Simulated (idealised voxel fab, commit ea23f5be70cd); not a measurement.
Process module name: voxel self aligned vias
The width of the displayed cross-section, cut, is 165 nm; its cells are square, with a size of 5 nm.
Cross-section, as written here: a square-cell grid given band by band from the top down, where a band holds one or more rows of cells. Band: top and bottom heights (nm) first, top before bottom; then materials from left to right, widths in nm. "everywhere" marks a sole material filling the band edge to edge. "air" denotes empty space. Ref level 0: as-received wafer is one material below here. Bottom band extends down with no lower bound ("from 0 down"). Top row gets the first number, bottom row gets the second, and each row in between changes by the same step: that is how a band width like "30->40" works. Step note "all unchanged" = no cross-section cell changed. What "Enclosed cavities" gives you is every empty space of 8 cells or more that is cut off from the top. Each appears as width x height at distance, with the distance taken from the left edge and width, height and distance all in nm. Note: text after step settings on the step line = simulator remark on that step. You can add "overlay nm" to a step's line. For a step with a mask, it describes how far the mask lay to the right of its planned position, and a negative number describes a lay to the left.

-- The steps planned for the process are as follows
1: RECEIVE with material Si
2: CONFORMAL_DEP with material SiO2, thk nm 15
3: CONFORMAL_DEP with material SiCN, thk nm 5
4: DIRECTIONAL_DEP with material SiO2, thk nm 30
5: PATTERN with tone open, mask id LINES, material resist, width nm 25, pitch nm 75, thk nm 20, overlay nm 0
6: DIRECTIONAL_ETCH with etch materials SiO2, depth nm 30
7: STRIP with etch materials resist
8: CONFORMAL_DEP with material TiN, thk nm 5
9: FILL_DEP with material Ru, thk nm 5
10: CMP with height nm 50
11: SELECTIVE_ETCH with etch materials W Ru TiN, depth nm 5
12: FILL_DEP with material SiN, thk nm 5
13: CMP with height nm 50
14: DIRECTIONAL_DEP with material SiO2, thk nm 20
15: PATTERN with tone open, mask id VIAS, material resist, width nm 45, pitch nm 75, thk nm 20, overlay nm 0
16: DIRECTIONAL_ETCH with etch materials SiO2, depth nm 20
17: DIRECTIONAL_ETCH with etch materials SiN, depth nm 5
18: STRIP with etch materials resist
19: CONFORMAL_DEP with material TiN, thk nm 5
20: FILL_DEP with material Cu, thk nm 10
21: CMP with height nm 70
22: CONFORMAL_DEP with material SiN, thk nm 5

-- First wafer of two (run as planned)

-- Cross-section of the wafer as it came to us, i.e., already through step 1
	from 0 down: Si everywhere
	Enclosed cavities: none

-- The wafer, seen in cross-section, after step 2
	from 15 to 0: SiO2 everywhere
	Beneath the level 0, the cross-section is identical to its previous state.

-- The wafer, seen in cross-section, after step 3
	from 20 to 15: SiCN everywhere
	Beneath the level 15, the cross-section is identical to its previous state.

-- The wafer, seen in cross-section, after step 4
	from 50 to 20: SiO2 everywhere
	Beneath the level 20, the cross-section is identical to its previous state.

-- The wafer, seen in cross-section, after step 5
	from 70 to 50: resist=30 | air=25 | resist=50 | air=25 | resist=35
	Beneath the level 50, the cross-section is identical to its previous state.

-- The wafer, seen in cross-section, after step 6
	from 70 to 50: resist=30 | air=25 | resist=50 | air=25 | resist=35
	from 50 to 20: SiO2=30 | air=25 | SiO2=50 | air=25 | SiO2=35
	Beneath the level 20, the cross-section is identical to its previous state.

-- The wafer, seen in cross-section, after step 7
	from 50 to 20: SiO2=30 | air=25 | SiO2=50 | air=25 | SiO2=35
	Beneath the level 20, the cross-section is identical to its previous state.

-- The wafer, seen in cross-section, after step 8
	from 55 to 50: TiN=35 | air=15 | TiN=60 | air=15 | TiN=40
	from 50 to 25: SiO2=30 | TiN=5 | air=15 | TiN=5 | SiO2=50 | TiN=5 | air=15 | TiN=5 | SiO2=35
	from 25 to 20: SiO2=30 | TiN=25 | SiO2=50 | TiN=25 | SiO2=35
	Beneath the level 20, the cross-section is identical to its previous state.

-- The wafer, seen in cross-section, after step 9
	from 60 to 55: Ru everywhere
	from 55 to 50: TiN=35 | Ru=15 | TiN=60 | Ru=15 | TiN=40
	from 50 to 25: SiO2=30 | TiN=5 | Ru=15 | TiN=5 | SiO2=50 | TiN=5 | Ru=15 | TiN=5 | SiO2=35
	Beneath the level 25, the cross-section is identical to its previous state.

-- The wafer, seen in cross-section, after step 10
	from 50 to 25: SiO2=30 | TiN=5 | Ru=15 | TiN=5 | SiO2=50 | TiN=5 | Ru=15 | TiN=5 | SiO2=35
	Beneath the level 25, the cross-section is identical to its previous state.

-- The wafer, seen in cross-section, after step 11
	from 50 to 45: SiO2=30 | air=25 | SiO2=50 | air=25 | SiO2=35
	Beneath the level 45, the cross-section is identical to its previous state.

-- The wafer, seen in cross-section, after step 12
	from 55 to 50: SiN everywhere
	from 50 to 45: SiO2=30 | SiN=25 | SiO2=50 | SiN=25 | SiO2=35
	Beneath the level 45, the cross-section is identical to its previous state.

-- The wafer, seen in cross-section, after step 13
	from 50 to 45: SiO2=30 | SiN=25 | SiO2=50 | SiN=25 | SiO2=35
	Beneath the level 45, the cross-section is identical to its previous state.

-- The wafer, seen in cross-section, after step 14
	from 70 to 50: SiO2 everywhere
	Beneath the level 50, the cross-section is identical to its previous state.

-- The wafer, seen in cross-section, after step 15
	from 90 to 70: resist=20 | air=45 | resist=30 | air=45 | resist=25
	Beneath the level 70, the cross-section is identical to its previous state.

-- The wafer, seen in cross-section, after step 16
	from 90 to 70: resist=20 | air=45 | resist=30 | air=45 | resist=25
	from 70 to 50: SiO2=20 | air=45 | SiO2=30 | air=45 | SiO2=25
	Beneath the level 50, the cross-section is identical to its previous state.

-- The wafer, seen in cross-section, after step 17
	from 90 to 70: resist=20 | air=45 | resist=30 | air=45 | resist=25
	from 70 to 50: SiO2=20 | air=45 | SiO2=30 | air=45 | SiO2=25
	from 50 to 45: SiO2=30 | air=25 | SiO2=50 | air=25 | SiO2=35
	Beneath the level 45, the cross-section is identical to its previous state.

-- The wafer, seen in cross-section, after step 18
	from 70 to 50: SiO2=20 | air=45 | SiO2=30 | air=45 | SiO2=25
	Beneath the level 50, the cross-section is identical to its previous state.

-- The wafer, seen in cross-section, after step 19
	from 75 to 70: TiN=25 | air=35 | TiN=40 | air=35 | TiN=30
	from 70 to 55: SiO2=20 | TiN=5 | air=35 | TiN=5 | SiO2=30 | TiN=5 | air=35 | TiN=5 | SiO2=25
	from 55 to 50: SiO2=20 | TiN=15 | air=15 | TiN=15 | SiO2=30 | TiN=15 | air=15 | TiN=15 | SiO2=25
	from 50 to 45: SiO2=30 | TiN=25 | SiO2=50 | TiN=25 | SiO2=35
	Beneath the level 45, the cross-section is identical to its previous state.

-- The wafer, seen in cross-section, after step 20
	from 85 to 75: Cu everywhere
	from 75 to 70: TiN=25 | Cu=35 | TiN=40 | Cu=35 | TiN=30
	from 70 to 55: SiO2=20 | TiN=5 | Cu=35 | TiN=5 | SiO2=30 | TiN=5 | Cu=35 | TiN=5 | SiO2=25
	from 55 to 50: SiO2=20 | TiN=15 | Cu=15 | TiN=15 | SiO2=30 | TiN=15 | Cu=15 | TiN=15 | SiO2=25
	Beneath the level 50, the cross-section is identical to its previous state.

-- The wafer, seen in cross-section, after step 21
	from 70 to 55: SiO2=20 | TiN=5 | Cu=35 | TiN=5 | SiO2=30 | TiN=5 | Cu=35 | TiN=5 | SiO2=25
	Beneath the level 55, the cross-section is identical to its previous state.

-- The wafer, seen in cross-section, after step 22
	from 75 to 70: SiN everywhere
	Beneath the level 70, the cross-section is identical to its previous state.

-- The Second Wafer: Common Origin and Plan, One Mistake in Execution, Identical to the First Through Step 2

-- Here is the second wafer in cross-section at the point where step 3 of the plan should have been done
	from 45 to 0: SiO2 everywhere
	Beneath the level 0, the cross-section is identical to its previous state.

-- Here is the second wafer in cross-section at the point where step 4 of the plan should have been done
	from 50 to 45: SiCN everywhere
	Beneath the level 45, the cross-section is identical to its previous state.

-- Here is the second wafer in cross-section at the point where step 5 of the plan should have been done
	from 70 to 50: resist=30 | air=25 | resist=50 | air=25 | resist=35
	Beneath the level 50, the cross-section is identical to its previous state.

Here is the second wafer in cross-section at the point where step 6 of the plan should have been done: all unchanged

-- Here is the second wafer in cross-section at the point where step 7 of the plan should have been done
	from 50 to 45: SiCN everywhere
	Beneath the level 45, the cross-section is identical to its previous state.

-- Here is the second wafer in cross-section at the point where step 8 of the plan should have been done
	from 55 to 50: TiN everywhere
	Beneath the level 50, the cross-section is identical to its previous state.

-- Here is the second wafer in cross-section at the point where step 9 of the plan should have been done
	from 60 to 55: Ru everywhere
	Beneath the level 55, the cross-section is identical to its previous state.

-- Here is the second wafer in cross-section at the point where step 10 of the plan should have been done
	from 50 to 45: SiCN everywhere
	Beneath the level 45, the cross-section is identical to its previous state.

Here is the second wafer in cross-section at the point where step 11 of the plan should have been done: all unchanged

-- Here is the second wafer in cross-section at the point where step 12 of the plan should have been done
	from 55 to 50: SiN everywhere
	Beneath the level 50, the cross-section is identical to its previous state.

-- Here is the second wafer in cross-section at the point where step 13 of the plan should have been done
	from 50 to 45: SiCN everywhere
	Beneath the level 45, the cross-section is identical to its previous state.

-- Here is the second wafer in cross-section at the point where step 14 of the plan should have been done
	from 70 to 50: SiO2 everywhere
	Beneath the level 50, the cross-section is identical to its previous state.

-- Here is the second wafer in cross-section at the point where step 15 of the plan should have been done
	from 90 to 70: resist=20 | air=45 | resist=30 | air=45 | resist=25
	Beneath the level 70, the cross-section is identical to its previous state.

-- Here is the second wafer in cross-section at the point where step 16 of the plan should have been done
	from 90 to 70: resist=20 | air=45 | resist=30 | air=45 | resist=25
	from 70 to 50: SiO2=20 | air=45 | SiO2=30 | air=45 | SiO2=25
	Beneath the level 50, the cross-section is identical to its previous state.

Here is the second wafer in cross-section at the point where step 17 of the plan should have been done: all unchanged

-- Here is the second wafer in cross-section at the point where step 18 of the plan should have been done
	from 70 to 50: SiO2=20 | air=45 | SiO2=30 | air=45 | SiO2=25
	Beneath the level 50, the cross-section is identical to its previous state.

-- Here is the second wafer in cross-section at the point where step 19 of the plan should have been done
	from 75 to 70: TiN=25 | air=35 | TiN=40 | air=35 | TiN=30
	from 70 to 55: SiO2=20 | TiN=5 | air=35 | TiN=5 | SiO2=30 | TiN=5 | air=35 | TiN=5 | SiO2=25
	from 55 to 50: SiO2=20 | TiN=45 | SiO2=30 | TiN=45 | SiO2=25
	Beneath the level 50, the cross-section is identical to its previous state.

-- Here is the second wafer in cross-section at the point where step 20 of the plan should have been done
	from 85 to 75: Cu everywhere
	from 75 to 70: TiN=25 | Cu=35 | TiN=40 | Cu=35 | TiN=30
	from 70 to 55: SiO2=20 | TiN=5 | Cu=35 | TiN=5 | SiO2=30 | TiN=5 | Cu=35 | TiN=5 | SiO2=25
	Beneath the level 55, the cross-section is identical to its previous state.

-- Here is the second wafer in cross-section at the point where step 21 of the plan should have been done
	from 70 to 55: SiO2=20 | TiN=5 | Cu=35 | TiN=5 | SiO2=30 | TiN=5 | Cu=35 | TiN=5 | SiO2=25
	Beneath the level 55, the cross-section is identical to its previous state.

-- Here is the second wafer in cross-section at the point where step 22 of the plan should have been done
	from 75 to 70: SiN everywhere
	Beneath the level 70, the cross-section is identical to its previous state.
The mistake made against the process plan was this: steps 3 and 4 were swapped
Final difference in cells, second wafer against first, listed per material as more or fewer: Cu -6, Ru -24, SiO2 +60, TiN -30
